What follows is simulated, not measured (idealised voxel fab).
process module | voxel capacitor over wiring
cross-section cut | 265 nm wide | cells 5 nm
A cross-section is a grid of square cells, given in bands from the top down. A band is one or more rows of cells.
Each band's line starts with the height of the band's top and of its bottom, in nm. Then come its materials from left to right, each with its width in nm. One material with "throughout" fills the band from edge to edge. "air" is empty space.
Height 0 is the level under which the wafer as received is all one material. The lowest band goes on downwards, as in "0 down".
A width such as "30 to 40" changes by the same amount from each row of cells to the next, from the band's top row to its bottom row.
"no change" after a step means that no cell of the cross-section changed.
closed voids: empty space of 8 cells or more with no open way to the top, each as width x height at its distance from the left edge, in nm
after a step's settings: what the simulator itself notes on the step
overlay nm, on a step with a mask: how far to the right of its planned place the mask lay; to the left if negative
plan
1 op RECEIVE | material Si
2 op CONFORMAL_DEP | material SiO2 | thk nm 15
3 op CONFORMAL_DEP | material SiCN | thk nm 5
4 op DIRECTIONAL_DEP | material SiO2 | thk nm 15
5 op MASKED_ETCH | tone open | mask id METAL_1 | width nm 25 | pitch nm 85 | etch materials SiO2 | depth nm 15 | overlay nm 0
6 op MASKED_ETCH | tone open | mask id METAL_1 | width nm 25 | pitch nm 85 | etch materials SiCN | depth nm 5 | overlay nm 0
7 op CONFORMAL_DEP | material TiN | thk nm 5
8 op FILL_DEP | material Ru | thk nm 10
9 op CMP | height nm 35
10 op EPI | material Ru | thk nm 5
11 op FILL_DEP | material SiCN | thk nm 5
12 op DIRECTIONAL_DEP | material SiO2 | thk nm 10
13 op PATTERN | tone open | mask id PLUG_1 | material resist | width nm 15 | thk nm 20 | overlay nm 0
14 op DIRECTIONAL_ETCH | etch materials SiO2 | depth nm 10
15 op DIRECTIONAL_ETCH | etch materials SiCN | depth nm 5
16 op STRIP | etch materials resist
17 op CONFORMAL_DEP | material TiN | thk nm 5
18 op FILL_DEP | material Ru | thk nm 5
19 op CMP | height nm 55
20 op DIRECTIONAL_DEP | material TiN | thk nm 10
21 op DIRECTIONAL_DEP | material SiN | thk nm 5
22 op DIRECTIONAL_DEP | material TiN | thk nm 10
23 op DIRECTIONAL_DEP | material aC | thk nm 15
24 op PATTERN | tone cover | mask id UPPER_PLATE | material resist | width nm 65 | thk nm 30 | overlay nm 0
25 op DIRECTIONAL_ETCH | etch materials aC | depth nm 15
26 op STRIP | etch materials resist
27 op DIRECTIONAL_ETCH | etch materials TiN | depth nm 10
28 op DIRECTIONAL_ETCH | etch materials SiN | depth nm 5
29 op STRIP | etch materials aC
30 op DIRECTIONAL_DEP | material aC | thk nm 10
31 op PATTERN | tone cover | mask id LOWER_PLATE | material resist | width nm 75 | thk nm 30 | overlay nm 0
32 op DIRECTIONAL_ETCH | etch materials aC | depth nm 10
33 op STRIP | etch materials resist
34 op DIRECTIONAL_ETCH | etch materials TiN | depth nm 10
35 op STRIP | etch materials aC
36 op FILL_DEP | material SiO2 | thk nm 15
37 op CMP | height nm 90
38 op MASKED_ETCH | tone open | mask id PLUG_2 | width nm 15 | etch materials SiO2 | depth nm 10 | overlay nm 0
39 op CONFORMAL_DEP | material TiN | thk nm 5
40 op FILL_DEP | material Ru | thk nm 10
41 op CMP | height nm 90
42 op CONFORMAL_DEP | material SiCN | thk nm 5
as received, after step 1
  0 down: Si throughout
  closed voids: none
first wafer at the end, as planned
  95 to 90: SiCN throughout
  90 to 85: SiO2 95 | TiN 5 | Ru 5 | TiN 5 | SiO2 155
  85 to 80: SiO2 95 | TiN 15 | SiO2 155
  80 to 70: SiO2 85 | TiN 65 | SiO2 115
  70 to 65: SiO2 85 | SiN 65 | SiO2 115
  65 to 55: SiO2 80 | TiN 75 | SiO2 110
  55 to 45: SiO2 85 | TiN 5 | Ru 5 | TiN 5 | SiO2 165
  45 to 40: SiCN 85 | TiN 15 | SiCN 165
  40 to 35: SiCN 70 | Ru 35 | SiCN 50 | Ru 35 | SiCN 75
  35 to 20: SiO2 75 | TiN 5 | Ru 15 | TiN 5 | SiO2 60 | TiN 5 | Ru 15 | TiN 5 | SiO2 80
  20 to 15: SiCN 75 | TiN 25 | SiCN 60 | TiN 25 | SiCN 80
  15 to 0: SiO2 throughout
  0 down: Si throughout
  closed voids: none
second wafer at the end: like start, like plan, one mistake
  95 to 90: SiCN throughout
  90 to 85: SiO2 95 | TiN 5 | Ru 5 | TiN 5 | SiO2 155
  85 to 80: SiO2 95 | TiN 15 | SiO2 155
  80 to 70: SiO2 85 | TiN 65 | SiO2 115
  70 to 65: SiO2 85 | SiN 65 | SiO2 115
  65 to 55: SiO2 throughout
  55 to 45: SiO2 85 | TiN 5 | Ru 5 | TiN 5 | SiO2 165
  45 to 40: SiCN 85 | TiN 15 | SiCN 165
  40 to 35: SiCN 70 | Ru 35 | SiCN 50 | Ru 35 | SiCN 75
  35 to 20: SiO2 75 | TiN 5 | Ru 15 | TiN 5 | SiO2 60 | TiN 5 | Ru 15 | TiN 5 | SiO2 80
  20 to 15: SiCN 75 | TiN 25 | SiCN 60 | TiN 25 | SiCN 80
  15 to 0: SiO2 throughout
  0 down: Si throughout
  closed voids: none
what went wrong: step 20 ran as: op DIRECTIONAL_DEP | material SiO2 | thk nm 10
at the end the second wafer has, in cells: 30 more of SiO2 | 30 fewer of TiN
